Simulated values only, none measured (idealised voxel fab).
Process module, titled voxel wiring stack
Shown is cross-section cut, with a width of 215 nm and square cells of size 5 nm.
Cross-section spec: square-cell grid; bands listed top down; each band is one or more rows.
Top, bottom (nm), then materials left to right with widths (nm); lone material tagged "full width" fills the whole band edge to edge; "empty" = empty space.
Ref level 0: as-received wafer is one material below here. Bottom band extends down with no lower bound ("0 nm and below").
It should be noted that a width expressed as "30..40" varies in equal increments from row to row of cells within the band, taking the value of the first number at the top row and that of the second number at the bottom row.
Key: "no alteration" - step with no changed cell in the cross-section.
If an empty space has no open way to the top and is at least 8 cells in size, "Closed void roster" lists it, written width x height at distance, where distance is measured from the left edge and every value is in nm.
Formally, on a step line, whatever follows the settings is a remark that the simulator itself makes on the step.
overlay nm: how far to the right of its planned place the mask lay on this masked step (negative: to the left).
-- Process steps (planned)
step 1: RECEIVE with material Si
step 2: CONFORMAL_DEP with material SiO2, thk nm 15
step 3: DIRECTIONAL_DEP with material TiN, thk nm 5
step 4: DIRECTIONAL_DEP with material Ru, thk nm 20
step 5: PATTERN with tone cover, mask id METAL_1, material resist, width nm 20, pitch nm 45, thk nm 15, overlay nm 0
step 6: DIRECTIONAL_ETCH with etch materials Ru, depth nm 20
step 7: DIRECTIONAL_ETCH with etch materials TiN, depth nm 5
step 8: STRIP with etch materials resist
step 9: FILL_DEP with material lowk, thk nm 5
step 10: CMP with height nm 40
step 11: CONFORMAL_DEP with material SiCN, thk nm 5
step 12: DIRECTIONAL_DEP with material SiO2, thk nm 35
step 13: PATTERN with tone open, mask id METAL_2, material resist, width nm 20, pitch nm 45, thk nm 20, overlay nm 0
step 14: DIRECTIONAL_ETCH with etch materials SiO2, depth nm 20
step 15: STRIP with etch materials resist
step 16: DIRECTIONAL_DEP with material aC, thk nm 15
step 17: PATTERN with tone open, mask id METAL_2_HOLES, material resist, width nm 15, pitch nm 90, thk nm 35, overlay nm 0
step 18: DIRECTIONAL_ETCH with etch materials aC, depth nm 15
step 19: STRIP with etch materials resist
step 20: DIRECTIONAL_ETCH with etch materials SiO2, depth nm 15
step 21: DIRECTIONAL_ETCH with etch materials SiCN, depth nm 5
step 22: STRIP with etch materials aC
step 23: CONFORMAL_DEP with material TiN, thk nm 5
step 24: FILL_DEP with material Cu, thk nm 5
step 25: CMP with height nm 80
step 26: CONFORMAL_DEP with material SiN, thk nm 5
-- Cross-section of the wafer upon arrival, representing the state reached after step 1
> 0 nm and below  Si full width
> Closed void roster: none
-- Module complete, cross-section. Starting point and plan per above. One mistake made in running the module
> 85 nm to 80 nm  SiN full width
> 80 nm to 75 nm  SiCN=30; TiN=15; SiCN=75; TiN=15; SiCN=80
> 75 nm to 40 nm  SiO2 full width
> 40 nm to 20 nm  lowk=30; Ru=20; lowk=25; Ru=20; lowk=25; Ru=20; lowk=25; Ru=20; lowk=30
> 20 nm to 15 nm  lowk=30; TiN=20; lowk=25; TiN=20; lowk=25; TiN=20; lowk=25; TiN=20; lowk=30
> 15 nm to 0 nm  SiO2 full width
> 0 nm and below  Si full width
> Closed void roster: none
Error vs. plan: a sequencing error occurred in which plan steps 11 and 12 were transposed
